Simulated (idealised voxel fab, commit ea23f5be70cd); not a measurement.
process module | voxel transistor to metal
cross-section cut | 205 nm wide | cells 5 nm
A cross-section is a grid of square cells, given in bands from the top down. A band is one or more rows of cells.
Each band's line starts with the height of the band's top and of its bottom, in nm. Then come its materials from left to right, each with its width in nm. One material with "throughout" fills the band from edge to edge. "air" is empty space.
Height 0 is the level under which the wafer as received is all one material. The lowest band goes on downwards, as in "0 down".
A width such as "30 to 40" changes by the same amount from each row of cells to the next, from the band's top row to its bottom row.
"no change" after a step means that no cell of the cross-section changed.
closed voids: empty space of 8 cells or more with no open way to the top, each as width x height at its distance from the left edge, in nm
after a step's settings: what the simulator itself notes on the step
overlay nm, on a step with a mask: how far to the right of its planned place the mask lay; to the left if negative
plan
1 op RECEIVE | material Si
2 op CONFORMAL_DEP | material SiO2 | thk nm 5
3 op CONFORMAL_DEP | material SiN | thk nm 15
4 op MASKED_ETCH | tone cover | mask id ACTIVE | width nm 105 | etch materials SiN | depth nm 15 | overlay nm 0
5 op MASKED_ETCH | tone cover | mask id ACTIVE | width nm 105 | etch materials SiO2 | depth nm 5 | overlay nm 0
6 op MASKED_ETCH | tone cover | mask id ACTIVE | width nm 105 | etch materials Si | depth nm 35 | overlay nm 0
7 op FILL_DEP | material SiO2 | thk nm 15
8 op CMP | height nm 20
9 op SELECTIVE_ETCH | etch materials SiO2 | depth nm 5
10 op STRIP | etch materials SiN
11 op SELECTIVE_ETCH | etch materials SiO2 | depth nm 5
12 op OXIDIZE | depth nm 5
13 op DIRECTIONAL_DEP | material polySi | thk nm 20
14 op DIRECTIONAL_DEP | material SiCN | thk nm 15
15 op DIRECTIONAL_DEP | material aC | thk nm 10
16 op PATTERN | tone cover | mask id GATE | material resist | width nm 15 | thk nm 30 | overlay nm 0
17 op DIRECTIONAL_ETCH | etch materials aC | depth nm 10
18 op STRIP | etch materials resist
19 op DIRECTIONAL_ETCH | etch materials SiCN | depth nm 25
20 op DIRECTIONAL_ETCH | etch materials polySi | depth nm 30
21 op STRIP | etch materials aC
22 op CONFORMAL_DEP | material SiO2 | thk nm 5
23 op DIRECTIONAL_ETCH | etch materials SiO2 | depth nm 5
24 op CONFORMAL_DEP | material SiN | thk nm 5
25 op DIRECTIONAL_ETCH | etch materials SiN | depth nm 5
26 op DIRECTIONAL_ETCH | etch materials SiO2 | depth nm 5
27 op DIRECTIONAL_ETCH | etch materials Si | depth nm 15
28 op EPI | material nSi | thk nm 15
29 op FILL_DEP | material SiO2 | thk nm 5
30 op CMP | height nm 35
31 op DIRECTIONAL_DEP | material SiO2 | thk nm 15
32 op DIRECTIONAL_DEP | material aC | thk nm 15
33 op PATTERN | tone open | mask id CONTACT | material resist | width nm 35 | pitch nm 60 | thk nm 30 | overlay nm 0
34 op DIRECTIONAL_ETCH | etch materials aC | depth nm 15
35 op STRIP | etch materials resist
36 op DIRECTIONAL_ETCH | etch materials SiO2 | depth nm 40
37 op STRIP | etch materials aC
38 op CONFORMAL_DEP | material TiN | thk nm 5
39 op FILL_DEP | material Ru | thk nm 10
40 op CMP | height nm 50
41 op DIRECTIONAL_DEP | material TiN | thk nm 5
42 op DIRECTIONAL_DEP | material W | thk nm 15
43 op PATTERN | tone cover | mask id METAL_1 | material resist | width nm 15 | pitch nm 75 | thk nm 15 | overlay nm 0
44 op DIRECTIONAL_ETCH | etch materials W | depth nm 15
45 op DIRECTIONAL_ETCH | etch materials TiN | depth nm 5
46 op STRIP | etch materials resist
47 op FILL_DEP | material lowk | thk nm 5
48 op CMP | height nm 70
49 op CONFORMAL_DEP | material SiN | thk nm 5
varied across the wafers: width nm of step 43. The plan shows the first wafer's value. All wafers start alike
first wafer as received, after step 1
  0 down: Si throughout
  closed voids: none
each wafer at the end: cells of each material gained (+) or lost (-) since it was received, then its closed voids
width nm 15 | +60 Ru | -197 Si | +9 SiCN | +59 SiN | +394 SiO2 | +48 TiN | +18 W | +140 lowk | +72 nSi | +12 polySi | closed voids: none
width nm 20 | +60 Ru | -197 Si | +9 SiCN | +59 SiN | +394 SiO2 | +50 TiN | +24 W | +132 lowk | +72 nSi | +12 polySi | closed voids: none
width nm 25 | +60 Ru | -197 Si | +9 SiCN | +59 SiN | +394 SiO2 | +52 TiN | +30 W | +124 lowk | +72 nSi | +12 polySi | closed voids: none
width nm 30 | +60 Ru | -197 Si | +9 SiCN | +59 SiN | +394 SiO2 | +54 TiN | +36 W | +116 lowk | +72 nSi | +12 polySi | closed voids: none
width nm 35 | +60 Ru | -197 Si | +9 SiCN | +59 SiN | +394 SiO2 | +56 TiN | +42 W | +108 lowk | +72 nSi | +12 polySi | closed voids: none
